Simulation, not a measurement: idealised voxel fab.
process module | voxel capacitor over wiring
Cross-sectional view cut (width: 270 nm; square cell size: 5 nm).
Just so we're on the same page, the cross-sections are grids of square cells, and they're listed out in bands top to bottom, each band one or more rows deep. Quick guide to a band line: top height, bottom height (nm) up front; then every material left to right with its width in nm. Only one material and it's marked "all across"? Then it fills the band edge to edge. And "empty" just means empty space. Ref level 0: as-received wafer is one material below here. Bottom band extends down with no lower bound ("from 0 down"). Graded width ("30 to 40"): value in top row of band = first number; value in bottom row = second number; row-to-row change constant. Where the words "changes: none" appear for a step, the cross-section shows no cell changed by that step; every cell remained as before. Any empty space of 8 cells or more lacking an open way to the top shows up in "Closed-off voids" as width x height at distance, distance from the left edge, in nm. The remark found on a step's line after its settings is issued by the simulator itself and pertains to that step. overlay nm: mask right of planned place by this much (step with mask). Neg. = left.

Below is the list of planned process steps
1,RECEIVE, material Si
2,CONFORMAL_DEP, material SiO2, thk nm 15
3,CONFORMAL_DEP, material SiN, thk nm 5
4,DIRECTIONAL_DEP, material SiO2, thk nm 20
5,PATTERN, tone open, mask id METAL_1, material resist, width nm 30, pitch nm 90, thk nm 20, overlay nm 0
6,DIRECTIONAL_ETCH, etch materials SiO2, depth nm 20
7,DIRECTIONAL_ETCH, etch materials SiN, depth nm 5
8,STRIP, etch materials resist
9,CONFORMAL_DEP, material TiN, thk nm 5
10,FILL_DEP, material Ru, thk nm 10
11,CMP, height nm 40
12,EPI, material Ru, thk nm 5
13,FILL_DEP, material SiCN, thk nm 5
14,DIRECTIONAL_DEP, material lowk, thk nm 15
15,DIRECTIONAL_DEP, material aC, thk nm 10
16,PATTERN, tone open, mask id PLUG_1, material resist, width nm 15, thk nm 25, overlay nm 0
17,DIRECTIONAL_ETCH, etch materials aC, depth nm 10
18,STRIP, etch materials resist
19,DIRECTIONAL_ETCH, etch materials lowk, depth nm 15
20,DIRECTIONAL_ETCH, etch materials SiCN, depth nm 5
21,STRIP, etch materials aC
22,CONFORMAL_DEP, material TiN, thk nm 5
23,FILL_DEP, material Cu, thk nm 5
24,CMP, height nm 65
25,DIRECTIONAL_DEP, material TiN, thk nm 5
26,DIRECTIONAL_DEP, material Al2O3, thk nm 5
27,DIRECTIONAL_DEP, material TiN, thk nm 10
28,DIRECTIONAL_DEP, material aC, thk nm 15
29,PATTERN, tone cover, mask id UPPER_PLATE, material resist, width nm 65, thk nm 35, overlay nm 0
30,DIRECTIONAL_ETCH, etch materials aC, depth nm 15
31,STRIP, etch materials resist
32,DIRECTIONAL_ETCH, etch materials TiN, depth nm 10
33,DIRECTIONAL_ETCH, etch materials Al2O3, depth nm 5
34,STRIP, etch materials aC
35,PATTERN, tone cover, mask id LOWER_PLATE, material resist, width nm 75, thk nm 20, overlay nm 0
36,DIRECTIONAL_ETCH, etch materials TiN, depth nm 5
37,STRIP, etch materials resist
38,FILL_DEP, material SiO2, thk nm 15
39,CMP, height nm 95
40,MASKED_ETCH, tone open, mask id PLUG_2, width nm 15, etch materials SiO2, depth nm 10, overlay nm 0
41,CONFORMAL_DEP, material TiN, thk nm 5
42,FILL_DEP, material Cu, thk nm 10
43,CMP, height nm 95
44,CONFORMAL_DEP, material SiCN, thk nm 5

Cross-section of the wafer at receipt, which is the condition after step 1
- from 0 down = Si all across
- Closed-off voids: none

Same starting wafer, same plan as above, one mistake in the execution; this is the cross-section at the end of the module
- from 100 to 95 = SiCN all across
- from 95 to 90 = 100 of SiO2 / 5 of TiN / 5 of Cu / 5 of TiN / 155 of SiO2
- from 90 to 85 = 100 of SiO2 / 15 of TiN / 155 of SiO2
- from 85 to 75 = 90 of SiO2 / 70 of TiN / 110 of SiO2
- from 75 to 70 = 90 of SiO2 / 70 of Al2O3 / 110 of SiO2
- from 70 to 65 = 85 of SiO2 / 75 of TiN / 110 of SiO2
- from 65 to 50 = 90 of lowk / 5 of TiN / 5 of Cu / 5 of TiN / 165 of lowk
- from 50 to 45 = 90 of SiCN / 15 of TiN / 165 of SiCN
- from 45 to 40 = 70 of SiCN / 40 of Ru / 50 of SiCN / 40 of Ru / 70 of SiCN
- from 40 to 20 = 75 of SiO2 / 5 of TiN / 20 of Ru / 5 of TiN / 60 of SiO2 / 5 of TiN / 20 of Ru / 5 of TiN / 75 of SiO2
- from 20 to 15 = 75 of SiN / 30 of TiN / 60 of SiN / 30 of TiN / 75 of SiN
- from 15 to 0 = SiO2 all across
- from 0 down = Si all across
- Closed-off voids: none
So what did we get wrong on this run? step 29 ran differently from the plan; actual operation with settings: PATTERN, tone cover, mask id UPPER_PLATE, material resist, width nm 70, thk nm 35, overlay nm 0
